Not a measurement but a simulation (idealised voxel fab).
process module | voxel wiring stack
cross-section cut | 180 nm wide | cells 5 nm
A cross-section is a grid of square cells, given in bands from the top down. A band is one or more rows of cells.
Each band's line starts with the height of the band's top and of its bottom, in nm. Then come its materials from left to right, each with its width in nm. One material with "throughout" fills the band from edge to edge. "air" is empty space.
Height 0 is the level under which the wafer as received is all one material. The lowest band goes on downwards, as in "0 down".
A width such as "30 to 40" changes by the same amount from each row of cells to the next, from the band's top row to its bottom row.
"no change" after a step means that no cell of the cross-section changed.
closed voids: empty space of 8 cells or more with no open way to the top, each as width x height at its distance from the left edge, in nm
after a step's settings: what the simulator itself notes on the step
overlay nm, on a step with a mask: how far to the right of its planned place the mask lay; to the left if negative
plan
1 op RECEIVE | material Si
2 op CONFORMAL_DEP | material SiO2 | thk nm 15
3 op DIRECTIONAL_DEP | material TiN | thk nm 5
4 op DIRECTIONAL_DEP | material W | thk nm 20
5 op PATTERN | tone cover | mask id METAL_1 | material resist | width nm 20 | pitch nm 45 | thk nm 15 | overlay nm 0
6 op DIRECTIONAL_ETCH | etch materials W | depth nm 20
7 op DIRECTIONAL_ETCH | etch materials TiN | depth nm 5
8 op STRIP | etch materials resist
9 op CONFORMAL_DEP | material SiCN | thk nm 5
10 op FILL_DEP | material SiO2 | thk nm 5
11 op CMP | height nm 40
12 op CONFORMAL_DEP | material SiCN | thk nm 5
13 op DIRECTIONAL_DEP | material lowk | thk nm 25
14 op MASKED_ETCH | tone open | mask id METAL_2 | width nm 20 | pitch nm 45 | etch materials lowk | depth nm 15 | overlay nm 0
15 op PATTERN | tone open | mask id METAL_2_HOLES | material resist | width nm 15 | thk nm 20 | overlay nm 0
16 op DIRECTIONAL_ETCH | etch materials lowk | depth nm 10
17 op DIRECTIONAL_ETCH | etch materials SiCN | depth nm 5
18 op STRIP | etch materials resist
19 op CONFORMAL_DEP | material TiN | thk nm 5
20 op FILL_DEP | material Cu | thk nm 5
21 op CMP | height nm 70
22 op CONFORMAL_DEP | material SiN | thk nm 5
as received, after step 1
  0 down: Si throughout
  closed voids: none
a wafer at the end: this start, this plan, one mistake
  75 to 70: SiN throughout
  70 to 65: Cu throughout
  65 to 60: TiN 60 | Cu 10 | TiN 35 | Cu 10 | TiN 65
  60 to 45: lowk 55 | TiN 5 | Cu 10 | TiN 5 | lowk 25 | TiN 5 | Cu 10 | TiN 5 | lowk 60
  45 to 40: SiCN 55 | TiN 20 | SiCN 25 | TiN 20 | SiCN 60
  40 to 20: SiO2 50 | SiCN 5 | W 20 | SiCN 5 | SiO2 15 | SiCN 5 | W 20 | SiCN 5 | SiO2 55
  20 to 15: SiCN 55 | TiN 20 | SiCN 25 | TiN 20 | SiCN 60
  15 to 0: SiO2 throughout
  0 down: Si throughout
  closed voids: none
what went wrong: step 15 was left out
